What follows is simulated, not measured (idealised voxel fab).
Herein follows the process module entitled voxel ribs on slabs.
245 nm wide, 5 nm square cells: that's cross-section cut.
Heads up, the way a cross-section reads in here is a grid of square cells, handed over as bands from the top down, with every band being one or more rows of cells.
This entry defines a band. It first specifies the height of the band's top and the height of its bottom in nm, and then specifies the band's materials from left to right, stating each material with its width in nm. The word "full width" identifies a single material that fills the band from edge to edge, while the word "empty" identifies empty space.
Heights are expressed relative to 0, this being the level below which the as-received wafer comprises one material exclusively. The lowest band is unbounded in the downward direction and is denoted as in "top 0, no bottom".
The width entry "30->40" should be interpreted row by row: the top row of cells in the band takes the first number, the bottom row takes the second number, and the change between adjacent rows is uniform throughout.
"no modification", as given for a step, is the statement that not any cell of the cross-section underwent a change during that step.
The list in "Voids, enclosed" covers empty spaces of 8 cells or more that cannot reach the top through any open way, and it gives each as width x height at distance; the distance is from the left edge, and width, height and distance are in nm.
Note: text after step settings on the step line = simulator remark on that step.
A step line may carry the setting "overlay nm", which, for steps involving a mask, states the distance by which the mask lay to the right of its intended position; negative values denote displacement to the left.

Here's what the planned process steps look like
- 1: RECEIVE with material Si
- 2: DIRECTIONAL_DEP with material SiO2, thk nm 25
- 3: DIRECTIONAL_DEP with material SiN, thk nm 25
- 4: DIRECTIONAL_DEP with material aC, thk nm 15
- 5: PATTERN with tone cover, mask id RIB, material resist, width nm 15, thk nm 30, overlay nm 0
- 6: DIRECTIONAL_ETCH with etch materials aC, depth nm 15
- 7: STRIP with etch materials resist
- 8: DIRECTIONAL_ETCH with etch materials SiN, depth nm 5
- 9: STRIP with etch materials aC
- 10: MASKED_ETCH with tone cover, mask id SLAB, width nm 55, etch materials SiN, depth nm 20, overlay nm 0
- 11: FILL_DEP with material SiO2, thk nm 20
- 12: CMP with height nm 65
- 13: DIRECTIONAL_DEP with material TiN, thk nm 10
- 14: PATTERN with tone cover, mask id HEATER, material resist, width nm 25, thk nm 15, overlay nm 0
- 15: DIRECTIONAL_ETCH with etch materials TiN, depth nm 10
- 16: STRIP with etch materials resist
- 17: CONFORMAL_DEP with material SiN, thk nm 10

Delivered wafer in cross-section: state after step 1
	top 0, no bottom = Si full width
	Voids, enclosed: none

Same starting wafer, same plan as above, one mistake in the execution; this is the cross-section at the end of the module
	top 85, bottom 75 = empty 100 nm | SiN 45 nm | empty 100 nm
	top 75, bottom 65 = SiN 110 nm | TiN 25 nm | SiN 110 nm
	top 65, bottom 50 = SiO2 full width
	top 50, bottom 45 = SiO2 110 nm | SiN 15 nm | SiO2 120 nm
	top 45, bottom 25 = SiO2 95 nm | SiN 55 nm | SiO2 95 nm
	top 25, bottom 0 = SiO2 full width
	top 0, no bottom = Si full width
	Voids, enclosed: none
Finding, execution versus plan: so step 5 ended up running with a different setting than we planned, it ran as PATTERN with tone cover, mask id RIB, material resist, width nm 15, thk nm 30, overlay nm -5
